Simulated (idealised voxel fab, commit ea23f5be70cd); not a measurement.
You're looking at the process module voxel wiring stack.
Each square cell in cross-section cut measures 5 nm, and the section as a whole is 265 nm wide.
If you're reading a cross-section in this doc, picture square cells in a grid; it comes to you as bands, top ones listed first down to the bottom, and a band can be one or more rows of cells. Top height, bottom height, nm. Materials left to right, width each, nm. Single material + "full width" = fills band edge to edge. "empty" = empty. Note: height 0 marks the level under which the wafer is uniformly one material as received. Lowest band unbounded below, written "0 and below". Width spec "30..40" -> top row of cells at first value, bottom row at second value, equal per-row change in between. Where the words "nothing changed" appear for a step, the cross-section shows no cell changed by that step; every cell remained as before. Reported under the label "Cavities, sealed" are the empty spaces having no open way to the top and comprising 8 cells or more; the notation for each is width x height at distance, in which the distance is measured from the left edge and all three values are in nm. If you see something after the settings on a step's line, that's the simulator's own remark about that step. "overlay nm", when on a step's line for a step with a mask, measures how far to the right of its planned place the mask lay; a negative measure means to the left.

Process steps - plan
1: RECEIVE | material Si
2: CONFORMAL_DEP | material SiO2 | thk nm 10
3: CONFORMAL_DEP | material SiCN | thk nm 5
4: DIRECTIONAL_DEP | material SiO2 | thk nm 20
5: DIRECTIONAL_DEP | material aC | thk nm 15
6: PATTERN | tone open | mask id METAL_1 | material resist | width nm 30 | pitch nm 60 | thk nm 35 | overlay nm 0
7: DIRECTIONAL_ETCH | etch materials aC | depth nm 15
8: STRIP | etch materials resist
9: DIRECTIONAL_ETCH | etch materials SiO2 | depth nm 20
10: DIRECTIONAL_ETCH | etch materials SiCN | depth nm 5
11: STRIP | etch materials aC
12: CONFORMAL_DEP | material TiN | thk nm 5
13: FILL_DEP | material W | thk nm 5
14: CMP | height nm 35
15: EPI | material Ru | thk nm 5
16: FILL_DEP | material SiCN | thk nm 5
17: DIRECTIONAL_DEP | material SiO2 | thk nm 10
18: PATTERN | tone open | mask id PLUG_1 | material resist | width nm 15 | pitch nm 60 | thk nm 15 | overlay nm 0
19: DIRECTIONAL_ETCH | etch materials SiO2 | depth nm 10
20: DIRECTIONAL_ETCH | etch materials SiCN | depth nm 5
21: STRIP | etch materials resist
22: EPI | material Ru | thk nm 10
23: EPI | material Ru | thk nm 5
24: DIRECTIONAL_DEP | material TiN | thk nm 5
25: DIRECTIONAL_DEP | material W | thk nm 15
26: DIRECTIONAL_DEP | material aC | thk nm 15
27: PATTERN | tone cover | mask id METAL_2 | material resist | width nm 30 | pitch nm 60 | thk nm 30 | overlay nm 0
28: DIRECTIONAL_ETCH | etch materials aC | depth nm 15
29: STRIP | etch materials resist
30: DIRECTIONAL_ETCH | etch materials W | depth nm 15
31: DIRECTIONAL_ETCH | etch materials TiN | depth nm 5
32: STRIP | etch materials aC
33: CONFORMAL_DEP | material SiN | thk nm 5
34: FILL_DEP | material lowk | thk nm 5
35: CMP | height nm 75
36: CONFORMAL_DEP | material SiCN | thk nm 5

Of two wafers, the first: run according to plan

So this is the incoming wafer in cross-section - it's already been through step 1
  0 and below = Si full width
  Cavities, sealed: none

Cross-section of the wafer subsequent to step 2
  10 down to 0 = SiO2 full width
  Nothing below the height 0 has changed.

Cross-section of the wafer subsequent to step 3
  15 down to 10 = SiCN full width
  Nothing below the height 10 has changed.

Cross-section of the wafer subsequent to step 4
  35 down to 15 = SiO2 full width
  Nothing below the height 15 has changed.

Cross-section of the wafer subsequent to step 5
  50 down to 35 = aC full width
  Nothing below the height 35 has changed.

Cross-section of the wafer subsequent to step 6
  85 down to 50 = resist: 55  empty: 30  resist: 30  empty: 30  resist: 30  empty: 30  resist: 60
  Nothing below the height 50 has changed.

Cross-section of the wafer subsequent to step 7
  70 down to 50 = resist: 55  empty: 30  resist: 30  empty: 30  resist: 30  empty: 30  resist: 60
  50 down to 35 = aC: 55  empty: 30  aC: 30  empty: 30  aC: 30  empty: 30  aC: 60
  Nothing below the height 35 has changed.

Cross-section of the wafer subsequent to step 8
  50 down to 35 = aC: 55  empty: 30  aC: 30  empty: 30  aC: 30  empty: 30  aC: 60
  Nothing below the height 35 has changed.

Cross-section of the wafer subsequent to step 9
  50 down to 35 = aC: 55  empty: 30  aC: 30  empty: 30  aC: 30  empty: 30  aC: 60
  35 down to 15 = SiO2: 55  empty: 30  SiO2: 30  empty: 30  SiO2: 30  empty: 30  SiO2: 60
  Nothing below the height 15 has changed.

Cross-section of the wafer subsequent to step 10
  50 down to 35 = aC: 55  empty: 30  aC: 30  empty: 30  aC: 30  empty: 30  aC: 60
  35 down to 15 = SiO2: 55  empty: 30  SiO2: 30  empty: 30  SiO2: 30  empty: 30  SiO2: 60
  15 down to 10 = SiCN: 55  empty: 30  SiCN: 30  empty: 30  SiCN: 30  empty: 30  SiCN: 60
  Nothing below the height 10 has changed.

Cross-section of the wafer subsequent to step 11
  35 down to 15 = SiO2: 55  empty: 30  SiO2: 30  empty: 30  SiO2: 30  empty: 30  SiO2: 60
  Nothing below the height 15 has changed.

Cross-section of the wafer subsequent to step 12
  40 down to 35 = TiN: 60  empty: 20  TiN: 40  empty: 20  TiN: 40  empty: 20  TiN: 65
  35 down to 15 = SiO2: 55  TiN: 5  empty: 20  TiN: 5  SiO2: 30  TiN: 5  empty: 20  TiN: 5  SiO2: 30  TiN: 5  empty: 20  TiN: 5  SiO2: 60
  15 down to 10 = SiCN: 55  TiN: 30  SiCN: 30  TiN: 30  SiCN: 30  TiN: 30  SiCN: 60
  Nothing below the height 10 has changed.

Cross-section of the wafer subsequent to step 13
  45 down to 40 = W full width
  40 down to 35 = TiN: 60  W: 20  TiN: 40  W: 20  TiN: 40  W: 20  TiN: 65
  35 down to 15 = SiO2: 55  TiN: 5  W: 20  TiN: 5  SiO2: 30  TiN: 5  W: 20  TiN: 5  SiO2: 30  TiN: 5  W: 20  TiN: 5  SiO2: 60
  Nothing below the height 15 has changed.

Cross-section of the wafer subsequent to step 14
  35 down to 15 = SiO2: 55  TiN: 5  W: 20  TiN: 5  SiO2: 30  TiN: 5  W: 20  TiN: 5  SiO2: 30  TiN: 5  W: 20  TiN: 5  SiO2: 60
  Nothing below the height 15 has changed.

Cross-section of the wafer subsequent to step 15
  40 down to 35 = empty: 50  Ru: 40  empty: 20  Ru: 40  empty: 20  Ru: 40  empty: 55
  Nothing below the height 35 has changed.

Cross-section of the wafer subsequent to step 16
  45 down to 40 = SiCN full width
  40 down to 35 = SiCN: 50  Ru: 40  SiCN: 20  Ru: 40  SiCN: 20  Ru: 40  SiCN: 55
  Nothing below the height 35 has changed.

Cross-section of the wafer subsequent to step 17
  55 down to 45 = SiO2 full width
  Nothing below the height 45 has changed.

Cross-section of the wafer subsequent to step 18
  70 down to 55 = resist: 55  empty: 15  resist: 45  empty: 15  resist: 45  empty: 15  resist: 75
  Nothing below the height 55 has changed.

Cross-section of the wafer subsequent to step 19
  70 down to 55 = resist: 55  empty: 15  resist: 45  empty: 15  resist: 45  empty: 15  resist: 75
  55 down to 45 = SiO2: 55  empty: 15  SiO2: 45  empty: 15  SiO2: 45  empty: 15  SiO2: 75
  Nothing below the height 45 has changed.

Cross-section of the wafer subsequent to step 20
  70 down to 55 = resist: 55  empty: 15  resist: 45  empty: 15  resist: 45  empty: 15  resist: 75
  55 down to 45 = SiO2: 55  empty: 15  SiO2: 45  empty: 15  SiO2: 45  empty: 15  SiO2: 75
  45 down to 40 = SiCN: 55  empty: 15  SiCN: 45  empty: 15  SiCN: 45  empty: 15  SiCN: 75
  Nothing below the height 40 has changed.

Cross-section of the wafer subsequent to step 21
  55 down to 45 = SiO2: 55  empty: 15  SiO2: 45  empty: 15  SiO2: 45  empty: 15  SiO2: 75
  Nothing below the height 45 has changed.

Cross-section of the wafer subsequent to step 22
  55 down to 50 = SiO2: 55  empty: 15  SiO2: 45  empty: 15  SiO2: 45  empty: 15  SiO2: 75
  50 down to 45 = SiO2: 55  Ru: 15  SiO2: 45  Ru: 15  SiO2: 45  Ru: 15  SiO2: 75
  45 down to 35 = SiCN: 55..50  Ru: 15..40  SiCN: 45..20  Ru: 15..40  SiCN: 45..20  Ru: 15..40  SiCN: 75..55
  Nothing below the height 35 has changed.

Cross-section of the wafer subsequent to step 23
  55 down to 45 = SiO2: 55  Ru: 15  SiO2: 45  Ru: 15  SiO2: 45  Ru: 15  SiO2: 75
  Nothing below the height 45 has changed.

Cross-section of the wafer subsequent to step 24
  60 down to 55 = TiN full width
  Nothing below the height 55 has changed.

Cross-section of the wafer subsequent to step 25
  75 down to 60 = W full width
  Nothing below the height 60 has changed.

Cross-section of the wafer subsequent to step 26
  90 down to 75 = aC full width
  Nothing below the height 75 has changed.

Cross-section of the wafer subsequent to step 27
  120 down to 90 = empty: 55  resist: 30  empty: 30  resist: 30  empty: 30  resist: 30  empty: 60
  Nothing below the height 90 has changed.

Cross-section of the wafer subsequent to step 28
  105 down to 90 = empty: 55  resist: 30  empty: 30  resist: 30  empty: 30  resist: 30  empty: 60
  90 down to 75 = empty: 55  aC: 30  empty: 30  aC: 30  empty: 30  aC: 30  empty: 60
  Nothing below the height 75 has changed.

Cross-section of the wafer subsequent to step 29
  90 down to 75 = empty: 55  aC: 30  empty: 30  aC: 30  empty: 30  aC: 30  empty: 60
  Nothing below the height 75 has changed.

Cross-section of the wafer subsequent to step 30
  90 down to 75 = empty: 55  aC: 30  empty: 30  aC: 30  empty: 30  aC: 30  empty: 60
  75 down to 60 = empty: 55  W: 30  empty: 30  W: 30  empty: 30  W: 30  empty: 60
  Nothing below the height 60 has changed.

Cross-section of the wafer subsequent to step 31
  90 down to 75 = empty: 55  aC: 30  empty: 30  aC: 30  empty: 30  aC: 30  empty: 60
  75 down to 60 = empty: 55  W: 30  empty: 30  W: 30  empty: 30  W: 30  empty: 60
  60 down to 55 = empty: 55  TiN: 30  empty: 30  TiN: 30  empty: 30  TiN: 30  empty: 60
  Nothing below the height 55 has changed.

Cross-section of the wafer subsequent to step 32
  75 down to 60 = empty: 55  W: 30  empty: 30  W: 30  empty: 30  W: 30  empty: 60
  Nothing below the height 60 has changed.

Cross-section of the wafer subsequent to step 33
  80 down to 75 = empty: 50  SiN: 40  empty: 20  SiN: 40  empty: 20  SiN: 40  empty: 55
  75 down to 60 = empty: 50  SiN: 5  W: 30  SiN: 5  empty: 20  SiN: 5  W: 30  SiN: 5  empty: 20  SiN: 5  W: 30  SiN: 5  empty: 55
  60 down to 55 = SiN: 55  TiN: 30  SiN: 30  TiN: 30  SiN: 30  TiN: 30  SiN: 60
  Nothing below the height 55 has changed.

Cross-section of the wafer subsequent to step 34
  85 down to 80 = lowk full width
  80 down to 75 = lowk: 50  SiN: 40  lowk: 20  SiN: 40  lowk: 20  SiN: 40  lowk: 55
  75 down to 60 = lowk: 50  SiN: 5  W: 30  SiN: 5  lowk: 20  SiN: 5  W: 30  SiN: 5  lowk: 20  SiN: 5  W: 30  SiN: 5  lowk: 55
  Nothing below the height 60 has changed.

Cross-section of the wafer subsequent to step 35
  75 down to 60 = lowk: 50  SiN: 5  W: 30  SiN: 5  lowk: 20  SiN: 5  W: 30  SiN: 5  lowk: 20  SiN: 5  W: 30  SiN: 5  lowk: 55
  Nothing below the height 60 has changed.

Cross-section of the wafer subsequent to step 36
  80 down to 75 = SiCN full width
  Nothing below the height 75 has changed.

For the second wafer, take the first wafer's start and plan, then add one mistake made in running it; everything through step 5, that step included, is shared with the first

X-section, second wafer, when step 6 was due to finish
  85 down to 50 = empty: 55  resist: 30  empty: 30  resist: 30  empty: 30  resist: 30  empty: 60
  Nothing below the height 50 has changed.

X-section, second wafer, when step 7 was due to finish
  70 down to 50 = empty: 55  resist: 30  empty: 30  resist: 30  empty: 30  resist: 30  empty: 60
  50 down to 35 = empty: 55  aC: 30  empty: 30  aC: 30  empty: 30  aC: 30  empty: 60
  Nothing below the height 35 has changed.

X-section, second wafer, when step 8 was due to finish
  50 down to 35 = empty: 55  aC: 30  empty: 30  aC: 30  empty: 30  aC: 30  empty: 60
  Nothing below the height 35 has changed.

X-section, second wafer, when step 9 was due to finish
  50 down to 35 = empty: 55  aC: 30  empty: 30  aC: 30  empty: 30  aC: 30  empty: 60
  35 down to 15 = empty: 55  SiO2: 30  empty: 30  SiO2: 30  empty: 30  SiO2: 30  empty: 60
  Nothing below the height 15 has changed.

X-section, second wafer, when step 10 was due to finish
  50 down to 35 = empty: 55  aC: 30  empty: 30  aC: 30  empty: 30  aC: 30  empty: 60
  35 down to 15 = empty: 55  SiO2: 30  empty: 30  SiO2: 30  empty: 30  SiO2: 30  empty: 60
  15 down to 10 = empty: 55  SiCN: 30  empty: 30  SiCN: 30  empty: 30  SiCN: 30  empty: 60
  Nothing below the height 10 has changed.

X-section, second wafer, when step 11 was due to finish
  35 down to 15 = empty: 55  SiO2: 30  empty: 30  SiO2: 30  empty: 30  SiO2: 30  empty: 60
  Nothing below the height 15 has changed.

X-section, second wafer, when step 12 was due to finish
  40 down to 35 = empty: 50  TiN: 40  empty: 20  TiN: 40  empty: 20  TiN: 40  empty: 55
  35 down to 15 = empty: 50  TiN: 5  SiO2: 30  TiN: 5  empty: 20  TiN: 5  SiO2: 30  TiN: 5  empty: 20  TiN: 5  SiO2: 30  TiN: 5  empty: 55
  15 down to 10 = TiN: 55  SiCN: 30  TiN: 30  SiCN: 30  TiN: 30  SiCN: 30  TiN: 60
  Nothing below the height 10 has changed.

X-section, second wafer, when step 13 was due to finish
  45 down to 40 = W full width
  40 down to 35 = W: 50  TiN: 40  W: 20  TiN: 40  W: 20  TiN: 40  W: 55
  35 down to 15 = W: 50  TiN: 5  SiO2: 30  TiN: 5  W: 20  TiN: 5  SiO2: 30  TiN: 5  W: 20  TiN: 5  SiO2: 30  TiN: 5  W: 55
  Nothing below the height 15 has changed.

X-section, second wafer, when step 14 was due to finish
  35 down to 15 = W: 50  TiN: 5  SiO2: 30  TiN: 5  W: 20  TiN: 5  SiO2: 30  TiN: 5  W: 20  TiN: 5  SiO2: 30  TiN: 5  W: 55
  Nothing below the height 15 has changed.

X-section, second wafer, when step 15 was due to finish
  40 down to 35 = Ru: 60  empty: 20  Ru: 40  empty: 20  Ru: 40  empty: 20  Ru: 65
  Nothing below the height 35 has changed.

X-section, second wafer, when step 16 was due to finish
  45 down to 40 = SiCN full width
  40 down to 35 = Ru: 60  SiCN: 20  Ru: 40  SiCN: 20  Ru: 40  SiCN: 20  Ru: 65
  Nothing below the height 35 has changed.

X-section, second wafer, when step 17 was due to finish
  55 down to 45 = SiO2 full width
  Nothing below the height 45 has changed.

X-section, second wafer, when step 18 was due to finish
  70 down to 55 = resist: 55  empty: 15  resist: 45  empty: 15  resist: 45  empty: 15  resist: 75
  Nothing below the height 55 has changed.

X-section, second wafer, when step 19 was due to finish
  70 down to 55 = resist: 55  empty: 15  resist: 45  empty: 15  resist: 45  empty: 15  resist: 75
  55 down to 45 = SiO2: 55  empty: 15  SiO2: 45  empty: 15  SiO2: 45  empty: 15  SiO2: 75
  Nothing below the height 45 has changed.

X-section, second wafer, when step 20 was due to finish
  70 down to 55 = resist: 55  empty: 15  resist: 45  empty: 15  resist: 45  empty: 15  resist: 75
  55 down to 45 = SiO2: 55  empty: 15  SiO2: 45  empty: 15  SiO2: 45  empty: 15  SiO2: 75
  45 down to 40 = SiCN: 55  empty: 15  SiCN: 45  empty: 15  SiCN: 45  empty: 15  SiCN: 75
  Nothing below the height 40 has changed.

X-section, second wafer, when step 21 was due to finish
  55 down to 45 = SiO2: 55  empty: 15  SiO2: 45  empty: 15  SiO2: 45  empty: 15  SiO2: 75
  Nothing below the height 45 has changed.

X-section, second wafer, when step 22 was due to finish
  55 down to 50 = SiO2: 55  empty: 15  SiO2: 45  empty: 15  SiO2: 45  empty: 15  SiO2: 75
  50 down to 45 = SiO2: 55  Ru: 15  SiO2: 45  Ru: 15  SiO2: 45  Ru: 15  SiO2: 75
  45 down to 40 = SiCN: 55  Ru: 15  SiCN: 45  Ru: 15  SiCN: 45  Ru: 15  SiCN: 75
  Nothing below the height 40 has changed.

X-section, second wafer, when step 23 was due to finish
  55 down to 45 = SiO2: 55  Ru: 15  SiO2: 45  Ru: 15  SiO2: 45  Ru: 15  SiO2: 75
  Nothing below the height 45 has changed.

X-section, second wafer, when step 24 was due to finish
  60 down to 55 = TiN full width
  Nothing below the height 55 has changed.

X-section, second wafer, when step 25 was due to finish
  75 down to 60 = W full width
  Nothing below the height 60 has changed.

X-section, second wafer, when step 26 was due to finish
  90 down to 75 = aC full width
  Nothing below the height 75 has changed.

X-section, second wafer, when step 27 was due to finish
  120 down to 90 = empty: 55  resist: 30  empty: 30  resist: 30  empty: 30  resist: 30  empty: 60
  Nothing below the height 90 has changed.

X-section, second wafer, when step 28 was due to finish
  105 down to 90 = empty: 55  resist: 30  empty: 30  resist: 30  empty: 30  resist: 30  empty: 60
  90 down to 75 = empty: 55  aC: 30  empty: 30  aC: 30  empty: 30  aC: 30  empty: 60
  Nothing below the height 75 has changed.

X-section, second wafer, when step 29 was due to finish
  90 down to 75 = empty: 55  aC: 30  empty: 30  aC: 30  empty: 30  aC: 30  empty: 60
  Nothing below the height 75 has changed.

X-section, second wafer, when step 30 was due to finish
  90 down to 75 = empty: 55  aC: 30  empty: 30  aC: 30  empty: 30  aC: 30  empty: 60
  75 down to 60 = empty: 55  W: 30  empty: 30  W: 30  empty: 30  W: 30  empty: 60
  Nothing below the height 60 has changed.

X-section, second wafer, when step 31 was due to finish
  90 down to 75 = empty: 55  aC: 30  empty: 30  aC: 30  empty: 30  aC: 30  empty: 60
  75 down to 60 = empty: 55  W: 30  empty: 30  W: 30  empty: 30  W: 30  empty: 60
  60 down to 55 = empty: 55  TiN: 30  empty: 30  TiN: 30  empty: 30  TiN: 30  empty: 60
  Nothing below the height 55 has changed.

X-section, second wafer, when step 32 was due to finish
  75 down to 60 = empty: 55  W: 30  empty: 30  W: 30  empty: 30  W: 30  empty: 60
  Nothing below the height 60 has changed.

X-section, second wafer, when step 33 was due to finish
  80 down to 75 = empty: 50  SiN: 40  empty: 20  SiN: 40  empty: 20  SiN: 40  empty: 55
  75 down to 60 = empty: 50  SiN: 5  W: 30  SiN: 5  empty: 20  SiN: 5  W: 30  SiN: 5  empty: 20  SiN: 5  W: 30  SiN: 5  empty: 55
  60 down to 55 = SiN: 55  TiN: 30  SiN: 30  TiN: 30  SiN: 30  TiN: 30  SiN: 60
  Nothing below the height 55 has changed.

X-section, second wafer, when step 34 was due to finish
  85 down to 80 = lowk full width
  80 down to 75 = lowk: 50  SiN: 40  lowk: 20  SiN: 40  lowk: 20  SiN: 40  lowk: 55
  75 down to 60 = lowk: 50  SiN: 5  W: 30  SiN: 5  lowk: 20  SiN: 5  W: 30  SiN: 5  lowk: 20  SiN: 5  W: 30  SiN: 5  lowk: 55
  Nothing below the height 60 has changed.

X-section, second wafer, when step 35 was due to finish
  75 down to 60 = lowk: 50  SiN: 5  W: 30  SiN: 5  lowk: 20  SiN: 5  W: 30  SiN: 5  lowk: 20  SiN: 5  W: 30  SiN: 5  lowk: 55
  Nothing below the height 60 has changed.

X-section, second wafer, when step 36 was due to finish
  80 down to 75 = SiCN full width
  Nothing below the height 75 has changed.
Run error: step 6 was run on a setting that differed from the plan, and what really ran there is PATTERN | tone cover | mask id METAL_1 | material resist | width nm 30 | pitch nm 60 | thk nm 35 | overlay nm 0
At the finish, the second wafer shows more or fewer cells for some materials than the first does: 17 more of Ru; 34 fewer of SiCN; 68 fewer of SiO2; 17 more of TiN; 68 more of W
